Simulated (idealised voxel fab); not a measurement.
process module | voxel double patterning
cross-section cut | 230 nm wide | cells 5 nm
A cross-section is a grid of square cells, given in bands from the top down. A band is one or more rows of cells.
Each band's line starts with the height of the band's top and of its bottom, in nm. Then come its materials from left to right, each with its width in nm. One material with "throughout" fills the band from edge to edge. "air" is empty space.
Height 0 is the level under which the wafer as received is all one material. The lowest band goes on downwards, as in "0 down".
A width such as "30 to 40" changes by the same amount from each row of cells to the next, from the band's top row to its bottom row.
"no change" after a step means that no cell of the cross-section changed.
closed voids: empty space of 8 cells or more with no open way to the top, each as width x height at its distance from the left edge, in nm
after a step's settings: what the simulator itself notes on the step
overlay nm, on a step with a mask: how far to the right of its planned place the mask lay; to the left if negative
plan
1 op RECEIVE | material Si
2 op CONFORMAL_DEP | material SiN | thk nm 5
3 op DIRECTIONAL_DEP | material SiO2 | thk nm 15
4 op DIRECTIONAL_DEP | material SiCN | thk nm 10
5 op PATTERN | tone open | mask id FIRST | material resist | width nm 15 | pitch nm 50 | thk nm 15 | overlay nm 0
6 op DIRECTIONAL_ETCH | etch materials SiCN | depth nm 10
7 op STRIP | etch materials resist
8 op PATTERN | tone open | mask id SECOND | material resist | width nm 15 | pitch nm 50 | thk nm 20 | overlay nm 0
9 op DIRECTIONAL_ETCH | etch materials SiCN | depth nm 10
10 op STRIP | etch materials resist
11 op DIRECTIONAL_ETCH | etch materials SiO2 | depth nm 15
12 op STRIP | etch materials SiCN
as received, after step 1
  0 down: Si throughout
  closed voids: none
a wafer at the end: this start, this plan, one mistake
  20 to 0: SiN throughout
  0 down: Si throughout
  closed voids: none
what went wrong: step 3 ran as: op DIRECTIONAL_DEP | material SiN | thk nm 15
